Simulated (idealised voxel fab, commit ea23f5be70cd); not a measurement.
This is a process module. Its name is voxel quadruple lines.
The cross-section shown here is cut; it is 250 nm wide and divided into square cells measuring 5 nm on a side.
Format of a cross-section: grid, square cells. Given as bands. Order: top down. Band: one or more rows of cells.
Read a band's entry like this: the first values are the height of its top and the height of its bottom in nm, and what follows is the sequence of materials from left to right, each with its width in nm. Note that "empty" is empty space, and that a single material marked "all across" reaches across the band from edge to edge.
Heights are expressed relative to 0, this being the level below which the as-received wafer comprises one material exclusively. The lowest band is unbounded in the downward direction and is denoted as in "0 down".
A width such as "30 to 40" changes by the same amount from each row of cells to the next, from the band's top row to its bottom row.
No cell of the cross-section changed in a step that is given as "no alteration".
Entry "Enclosed void listing" = empty spaces >= 8 cells with no open way to the top; each as width x height at distance, distance from left edge, all nm.
What comes after the settings on a step's line is commentary from the simulator itself on that step.
A step's line can hold "overlay nm"; with a mask on that step, the setting says how far right of the planned place the mask lay, while a negative setting says it lay to the left.

# This section lists the process steps that were planned
- 1: RECEIVE with material Si
- 2: CONFORMAL_DEP with material SiO2, thk nm 5
- 3: DIRECTIONAL_DEP with material W, thk nm 10
- 4: DIRECTIONAL_DEP with material polySi, thk nm 20
- 5: DIRECTIONAL_DEP with material aC, thk nm 25
- 6: PATTERN with tone cover, mask id MANDREL, material resist, width nm 30, pitch nm 80, thk nm 30, overlay nm 0
- 7: DIRECTIONAL_ETCH with etch materials aC, depth nm 25
- 8: STRIP with etch materials resist
- 9: CONFORMAL_DEP with material SiO2, thk nm 10
- 10: DIRECTIONAL_ETCH with etch materials SiO2, depth nm 10
- 11: STRIP with etch materials aC
- 12: DIRECTIONAL_ETCH with etch materials polySi, depth nm 20
- 13: STRIP with etch materials SiO2
- 14: CONFORMAL_DEP with material SiCN, thk nm 10
- 15: DIRECTIONAL_ETCH with etch materials SiCN, depth nm 10
- 16: STRIP with etch materials polySi
- 17: DIRECTIONAL_ETCH with etch materials W, depth nm 10
- 18: STRIP with etch materials SiCN
- 19: FILL_DEP with material lowk, thk nm 5
- 20: CMP with height nm 15

# The first wafer of two, processed as planned

# Delivered wafer in cross-section: state after step 1
    0 down | Si all across
    Enclosed void listing: none

# Cross-sectional representation of the wafer at the conclusion of step 2
    5 to 0 | SiO2 all across
    Below 0 it's all the same as before, nothing changed down there.

# Cross-sectional representation of the wafer at the conclusion of step 3
    15 to 5 | W all across
    Below 5 it's all the same as before, nothing changed down there.

# Cross-sectional representation of the wafer at the conclusion of step 4
    35 to 15 | polySi all across
    Below 15 it's all the same as before, nothing changed down there.

# Cross-sectional representation of the wafer at the conclusion of step 5
    60 to 35 | aC all across
    Below 35 it's all the same as before, nothing changed down there.

# Cross-sectional representation of the wafer at the conclusion of step 6
    90 to 60 | 70 nm empty | 30 nm resist | 50 nm empty | 30 nm resist | 70 nm empty
    Below 60 it's all the same as before, nothing changed down there.

# Cross-sectional representation of the wafer at the conclusion of step 7
    65 to 60 | 70 nm empty | 30 nm resist | 50 nm empty | 30 nm resist | 70 nm empty
    60 to 35 | 70 nm empty | 30 nm aC | 50 nm empty | 30 nm aC | 70 nm empty
    Below 35 it's all the same as before, nothing changed down there.

# Cross-sectional representation of the wafer at the conclusion of step 8
    60 to 35 | 70 nm empty | 30 nm aC | 50 nm empty | 30 nm aC | 70 nm empty
    Below 35 it's all the same as before, nothing changed down there.

# Cross-sectional representation of the wafer at the conclusion of step 9
    70 to 60 | 60 nm empty | 50 nm SiO2 | 30 nm empty | 50 nm SiO2 | 60 nm empty
    60 to 45 | 60 nm empty | 10 nm SiO2 | 30 nm aC | 10 nm SiO2 | 30 nm empty | 10 nm SiO2 | 30 nm aC | 10 nm SiO2 | 60 nm empty
    45 to 35 | 70 nm SiO2 | 30 nm aC | 50 nm SiO2 | 30 nm aC | 70 nm SiO2
    Below 35 it's all the same as before, nothing changed down there.

# Cross-sectional representation of the wafer at the conclusion of step 10
    60 to 35 | 60 nm empty | 10 nm SiO2 | 30 nm aC | 10 nm SiO2 | 30 nm empty | 10 nm SiO2 | 30 nm aC | 10 nm SiO2 | 60 nm empty
    Below 35 it's all the same as before, nothing changed down there.

# Cross-sectional representation of the wafer at the conclusion of step 11
    60 to 35 | 60 nm empty | 10 nm SiO2 | 30 nm empty | 10 nm SiO2 | 30 nm empty | 10 nm SiO2 | 30 nm empty | 10 nm SiO2 | 60 nm empty
    Below 35 it's all the same as before, nothing changed down there.

# Cross-sectional representation of the wafer at the conclusion of step 12
    60 to 35 | 60 nm empty | 10 nm SiO2 | 30 nm empty | 10 nm SiO2 | 30 nm empty | 10 nm SiO2 | 30 nm empty | 10 nm SiO2 | 60 nm empty
    35 to 15 | 60 nm empty | 10 nm polySi | 30 nm empty | 10 nm polySi | 30 nm empty | 10 nm polySi | 30 nm empty | 10 nm polySi | 60 nm empty
    Below 15 it's all the same as before, nothing changed down there.

# Cross-sectional representation of the wafer at the conclusion of step 13
    35 to 15 | 60 nm empty | 10 nm polySi | 30 nm empty | 10 nm polySi | 30 nm empty | 10 nm polySi | 30 nm empty | 10 nm polySi | 60 nm empty
    Below 15 it's all the same as before, nothing changed down there.

# Cross-sectional representation of the wafer at the conclusion of step 14
    45 to 35 | 50 nm empty | 30 nm SiCN | 10 nm empty | 30 nm SiCN | 10 nm empty | 30 nm SiCN | 10 nm empty | 30 nm SiCN | 50 nm empty
    35 to 25 | 50 nm empty | 10 nm SiCN | 10 nm polySi | 10 nm SiCN | 10 nm empty | 10 nm SiCN | 10 nm polySi | 10 nm SiCN | 10 nm empty | 10 nm SiCN | 10 nm polySi | 10 nm SiCN | 10 nm empty | 10 nm SiCN | 10 nm polySi | 10 nm SiCN | 50 nm empty
    25 to 15 | 60 nm SiCN | 10 nm polySi | 30 nm SiCN | 10 nm polySi | 30 nm SiCN | 10 nm polySi | 30 nm SiCN | 10 nm polySi | 60 nm SiCN
    Below 15 it's all the same as before, nothing changed down there.

# Cross-sectional representation of the wafer at the conclusion of step 15
    35 to 15 | 50 nm empty | 10 nm SiCN | 10 nm polySi | 10 nm SiCN | 10 nm empty | 10 nm SiCN | 10 nm polySi | 10 nm SiCN | 10 nm empty | 10 nm SiCN | 10 nm polySi | 10 nm SiCN | 10 nm empty | 10 nm SiCN | 10 nm polySi | 10 nm SiCN | 50 nm empty
    Below 15 it's all the same as before, nothing changed down there.

# Cross-sectional representation of the wafer at the conclusion of step 16
    35 to 15 | 50 nm empty | 10 nm SiCN | 10 nm empty | 10 nm SiCN | 10 nm empty | 10 nm SiCN | 10 nm empty | 10 nm SiCN | 10 nm empty | 10 nm SiCN | 10 nm empty | 10 nm SiCN | 10 nm empty | 10 nm SiCN | 10 nm empty | 10 nm SiCN | 50 nm empty
    Below 15 it's all the same as before, nothing changed down there.

# Cross-sectional representation of the wafer at the conclusion of step 17
    35 to 15 | 50 nm empty | 10 nm SiCN | 10 nm empty | 10 nm SiCN | 10 nm empty | 10 nm SiCN | 10 nm empty | 10 nm SiCN | 10 nm empty | 10 nm SiCN | 10 nm empty | 10 nm SiCN | 10 nm empty | 10 nm SiCN | 10 nm empty | 10 nm SiCN | 50 nm empty
    15 to 5 | 50 nm empty | 10 nm W | 10 nm empty | 10 nm W | 10 nm empty | 10 nm W | 10 nm empty | 10 nm W | 10 nm empty | 10 nm W | 10 nm empty | 10 nm W | 10 nm empty | 10 nm W | 10 nm empty | 10 nm W | 50 nm empty
    Below 5 it's all the same as before, nothing changed down there.

# Cross-sectional representation of the wafer at the conclusion of step 18
    15 to 5 | 50 nm empty | 10 nm W | 10 nm empty | 10 nm W | 10 nm empty | 10 nm W | 10 nm empty | 10 nm W | 10 nm empty | 10 nm W | 10 nm empty | 10 nm W | 10 nm empty | 10 nm W | 10 nm empty | 10 nm W | 50 nm empty
    Below 5 it's all the same as before, nothing changed down there.

# Cross-sectional representation of the wafer at the conclusion of step 19
    20 to 15 | lowk all across
    15 to 5 | 50 nm lowk | 10 nm W | 10 nm lowk | 10 nm W | 10 nm lowk | 10 nm W | 10 nm lowk | 10 nm W | 10 nm lowk | 10 nm W | 10 nm lowk | 10 nm W | 10 nm lowk | 10 nm W | 10 nm lowk | 10 nm W | 50 nm lowk
    Below 5 it's all the same as before, nothing changed down there.

# Cross-sectional representation of the wafer at the conclusion of step 20
    15 to 5 | 50 nm lowk | 10 nm W | 10 nm lowk | 10 nm W | 10 nm lowk | 10 nm W | 10 nm lowk | 10 nm W | 10 nm lowk | 10 nm W | 10 nm lowk | 10 nm W | 10 nm lowk | 10 nm W | 10 nm lowk | 10 nm W | 50 nm lowk
    Below 5 it's all the same as before, nothing changed down there.

# Second Wafer (Identical Start and Plan, One Processing Error; Matches First Wafer Through Step 2)

# Planned end of step 3: second wafer, cross-section
    25 to 5 | polySi all across
    Below 5 it's all the same as before, nothing changed down there.

# Planned end of step 4: second wafer, cross-section
    35 to 25 | W all across
    Below 25 it's all the same as before, nothing changed down there.

# Planned end of step 5: second wafer, cross-section
    60 to 35 | aC all across
    Below 35 it's all the same as before, nothing changed down there.

# Planned end of step 6: second wafer, cross-section
    90 to 60 | 70 nm empty | 30 nm resist | 50 nm empty | 30 nm resist | 70 nm empty
    Below 60 it's all the same as before, nothing changed down there.

# Planned end of step 7: second wafer, cross-section
    65 to 60 | 70 nm empty | 30 nm resist | 50 nm empty | 30 nm resist | 70 nm empty
    60 to 35 | 70 nm empty | 30 nm aC | 50 nm empty | 30 nm aC | 70 nm empty
    Below 35 it's all the same as before, nothing changed down there.

# Planned end of step 8: second wafer, cross-section
    60 to 35 | 70 nm empty | 30 nm aC | 50 nm empty | 30 nm aC | 70 nm empty
    Below 35 it's all the same as before, nothing changed down there.

# Planned end of step 9: second wafer, cross-section
    70 to 60 | 60 nm empty | 50 nm SiO2 | 30 nm empty | 50 nm SiO2 | 60 nm empty
    60 to 45 | 60 nm empty | 10 nm SiO2 | 30 nm aC | 10 nm SiO2 | 30 nm empty | 10 nm SiO2 | 30 nm aC | 10 nm SiO2 | 60 nm empty
    45 to 35 | 70 nm SiO2 | 30 nm aC | 50 nm SiO2 | 30 nm aC | 70 nm SiO2
    Below 35 it's all the same as before, nothing changed down there.

# Planned end of step 10: second wafer, cross-section
    60 to 35 | 60 nm empty | 10 nm SiO2 | 30 nm aC | 10 nm SiO2 | 30 nm empty | 10 nm SiO2 | 30 nm aC | 10 nm SiO2 | 60 nm empty
    Below 35 it's all the same as before, nothing changed down there.

# Planned end of step 11: second wafer, cross-section
    60 to 35 | 60 nm empty | 10 nm SiO2 | 30 nm empty | 10 nm SiO2 | 30 nm empty | 10 nm SiO2 | 30 nm empty | 10 nm SiO2 | 60 nm empty
    Below 35 it's all the same as before, nothing changed down there.

Planned end of step 12: second wafer, cross-section: no alteration

# Planned end of step 13: second wafer, cross-section
    35 to 25 | W all across
    Below 25 it's all the same as before, nothing changed down there.

# Planned end of step 14: second wafer, cross-section
    45 to 35 | SiCN all across
    Below 35 it's all the same as before, nothing changed down there.

# Planned end of step 15: second wafer, cross-section
    35 to 25 | W all across
    Below 25 it's all the same as before, nothing changed down there.

Planned end of step 16: second wafer, cross-section: no alteration

# Planned end of step 17: second wafer, cross-section
    25 to 5 | polySi all across
    Below 5 it's all the same as before, nothing changed down there.

Planned end of step 18: second wafer, cross-section: no alteration

# Planned end of step 19: second wafer, cross-section
    30 to 25 | lowk all across
    Below 25 it's all the same as before, nothing changed down there.

# Planned end of step 20: second wafer, cross-section
    15 to 5 | polySi all across
    Below 5 it's all the same as before, nothing changed down there.
what went wrong: the processing plan was not followed for steps 3 and 4, which were run with their positions exchanged
Final difference in cells, second wafer against first, listed per material as more or fewer: W -32, lowk -68, polySi +100
